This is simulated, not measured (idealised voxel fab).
Process module under the name voxel tone inversion
Section shown: cut. Width: 230 nm. Cell size: 5 nm, square.
A cross-section in this document is a grid of square cells, and it is written down as bands, the top band listed before the ones below it; a band is made up of one or more rows of cells.
Heads up on the band format: heights come first, top then bottom, in nm. After that it's the materials left to right, each with its width in nm. A single material flagged "all across" fills the whole band edge to edge, and "blank" means there's empty space there.
Below 0: as-received wafer, all one material; heights counted from there. Lowest band: no bottom, goes on down, written "0 down".
A width such as "30->40" changes by the same amount from each row of cells to the next, from the band's top row to its bottom row.
"all unchanged" means the step left every cell of the cross-section as it was.
Closed-off voids of 8+ cells (no open route to the top) go in "Sealed cavities", written width x height at distance from the left edge, in nm.
Formally, on a step line, whatever follows the settings is a remark that the simulator itself makes on the step.
The setting "overlay nm" may be written on the line of a step. When the step uses a mask, the value reports how far to the right of the planned place the mask lay, and a negative value reports that it lay to the left.
The steps planned for the process are as follows
1: RECEIVE | material Si
2: CONFORMAL_DEP | material SiN | thk nm 10
3: DIRECTIONAL_DEP | material aC | thk nm 15
4: PATTERN | tone cover | mask id POSTS | material resist | width nm 20 | pitch nm 35 | thk nm 35 | overlay nm 0
5: DIRECTIONAL_ETCH | etch materials aC | depth nm 25
6: STRIP | etch materials resist
7: FILL_DEP | material lowk | thk nm 10
8: CMP | height nm 35
9: STRIP | etch materials aC
Where the wafers of this document differ is in the thk nm of step 3; they start out the same, and the plan states the value that applied to the first wafer.
So this is the first of several wafers, cross-sectioned as it came to us, meaning it's at the end of step 1
* 0 down: Si all across
* Sealed cavities: none
Here is the cross-section of the first of several wafers at the end of the module, after its last step, step 9
* 35 to 25: lowk all across
* 25 to 10: lowk=70 | aC=20 | lowk=15 | aC=20 | lowk=15 | aC=20 | lowk=70
* 10 to 0: SiN all across
* 0 down: Si all across
* Sealed cavities: none
Last wafer of the set, cross-sectioned at end of module
* 35 to 10: lowk=70 | blank=20 | lowk=15 | blank=20 | lowk=15 | blank=20 | lowk=70
* 10 to 0: SiN all across
* 0 down: Si all across
* Sealed cavities: none
Below: a row per wafer. Contents at end of module: for every material, cells gained since receipt (+) or lost since receipt (-); then closed voids
thk nm 15 | +92 SiN | +36 aC | +194 lowk | Sealed cavities: none
thk nm 20 | +92 SiN | +48 aC | +182 lowk | Sealed cavities: none
thk nm 25 | +92 SiN | +170 lowk | Sealed cavities: none
